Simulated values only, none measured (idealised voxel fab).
voxel capacitor over wiring: a process module
Cross-section cut: width 285 nm, square cells of 5 nm.
In this document a cross-section is written as a grid of square cells. It is given as a series of bands, listed from the top down, and a band is one or more rows of cells.
Basically the band line says how high the top is and how high the bottom is, in nm, and then what's in it from left to right, every material with its width in nm. Empty space shows up as "empty", and if a single material carries "all across" it runs the full band edge to edge.
Beneath 0, the wafer as received is one material, and that level is where height counting begins. The lowest band goes on downward without a bottom; it is written like "0 and below".
Width "30->40": first value at the band's top row of cells, second value at its bottom row, equal change from row to row.
Key: "no alterations made" - step with no changed cell in the cross-section.
Entry "Enclosed cavity list" = empty spaces >= 8 cells with no open way to the top; each as width x height at distance, distance from left edge, all nm.
Text after the settings on a step's line: the simulator's own remark on that step.
overlay nm, on a step with a mask: how far to the right of its planned place the mask lay; to the left if negative
# Steps planned for the process
- 1: RECEIVE: material Si
- 2: CONFORMAL_DEP: material SiO2, thk nm 15
- 3: DIRECTIONAL_DEP: material TiN, thk nm 5
- 4: DIRECTIONAL_DEP: material Ru, thk nm 20
- 5: PATTERN: tone cover, mask id METAL_1, material resist, width nm 30, pitch nm 100, thk nm 20, overlay nm 0
- 6: DIRECTIONAL_ETCH: etch materials Ru, depth nm 20
- 7: DIRECTIONAL_ETCH: etch materials TiN, depth nm 5
- 8: STRIP: etch materials resist
- 9: FILL_DEP: material SiO2, thk nm 10
- 10: CMP: height nm 40
- 11: CONFORMAL_DEP: material SiCN, thk nm 5
- 12: DIRECTIONAL_DEP: material lowk, thk nm 15
- 13: DIRECTIONAL_DEP: material aC, thk nm 15
- 14: PATTERN: tone open, mask id PLUG_1, material resist, width nm 15, thk nm 30, overlay nm 0
- 15: DIRECTIONAL_ETCH: etch materials aC, depth nm 15
- 16: STRIP: etch materials resist
- 17: DIRECTIONAL_ETCH: etch materials lowk, depth nm 15
- 18: DIRECTIONAL_ETCH: etch materials SiCN, depth nm 5
- 19: STRIP: etch materials aC
- 20: EPI: material Ru, thk nm 10
- 21: EPI: material Ru, thk nm 10
- 22: DIRECTIONAL_DEP: material TiN, thk nm 10
- 23: DIRECTIONAL_DEP: material Al2O3, thk nm 5
- 24: DIRECTIONAL_DEP: material TiN, thk nm 5
- 25: PATTERN: tone cover, mask id UPPER_PLATE, material resist, width nm 75, thk nm 15, overlay nm 0
- 26: DIRECTIONAL_ETCH: etch materials TiN, depth nm 5
- 27: DIRECTIONAL_ETCH: etch materials Al2O3, depth nm 5
- 28: STRIP: etch materials resist
- 29: MASKED_ETCH: tone cover, mask id LOWER_PLATE, width nm 85, etch materials TiN, depth nm 10, overlay nm 0
- 30: FILL_DEP: material SiO2, thk nm 20
- 31: CMP: height nm 95
- 32: MASKED_ETCH: tone open, mask id PLUG_2, width nm 15, etch materials SiO2, depth nm 15, overlay nm 0
- 33: CONFORMAL_DEP: material TiN, thk nm 5
- 34: FILL_DEP: material Ru, thk nm 10
- 35: CMP: height nm 95
- 36: CONFORMAL_DEP: material SiN, thk nm 5
# Cross-section of the wafer at receipt, which is the condition after step 1
  0 and below = Si all across
  Enclosed cavity list: none
# End-of-module cross-section of the first of two wafers, processed as planned
  100 down to 95 = SiN all across
  95 down to 85 = 100 of SiO2 | 5 of TiN | 5 of Ru | 5 of TiN | 170 of SiO2
  85 down to 75 = 100->90 of SiO2 | 15->75 of TiN | 170->120 of SiO2
  75 down to 70 = 90 of SiO2 | 75 of Al2O3 | 120 of SiO2
  70 down to 60 = 85 of SiO2 | 85 of TiN | 115 of SiO2
  60 down to 45 = 90 of lowk | 15 of Ru | 180 of lowk
  45 down to 40 = 90 of SiCN | 15 of Ru | 180 of SiCN
  40 down to 20 = 75 of SiO2 | 30 of Ru | 70 of SiO2 | 30 of Ru | 80 of SiO2
  20 down to 15 = 75 of SiO2 | 30 of TiN | 70 of SiO2 | 30 of TiN | 80 of SiO2
  15 down to 0 = SiO2 all across
  0 and below = Si all across
  Enclosed cavity list: none
# Now the second wafer, cross-sectioned at the end of the module. Nothing different at the start, nothing different in the plan compared with the first, just one mistake when it was actually run
  100 down to 95 = SiN all across
  95 down to 85 = 100 of SiO2 | 5 of TiN | 5 of Ru | 5 of TiN | 170 of SiO2
  85 down to 75 = 100->90 of SiO2 | 15->75 of TiN | 170->120 of SiO2
  75 down to 70 = 90 of SiO2 | 75 of Al2O3 | 120 of SiO2
  70 down to 60 = 85 of SiO2 | 85 of TiN | 115 of SiO2
  60 down to 45 = 90 of lowk | 15 of Ru | 180 of lowk
  45 down to 40 = 90 of SiCN | 15 of Ru | 180 of SiCN
  40 down to 20 = 80 of SiO2 | 30 of Ru | 70 of SiO2 | 30 of Ru | 75 of SiO2
  20 down to 15 = 80 of SiO2 | 30 of TiN | 70 of SiO2 | 30 of TiN | 75 of SiO2
  15 down to 0 = SiO2 all across
  0 and below = Si all across
  Enclosed cavity list: none
The plan and the run diverged here: so step 5 ended up running with a different setting than we planned, it ran as PATTERN: tone cover, mask id METAL_1, material resist, width nm 30, pitch nm 100, thk nm 20, overlay nm 5
The concluding comparison shows that, measured in cells, each material is equally abundant on both wafers, albeit at different positions.
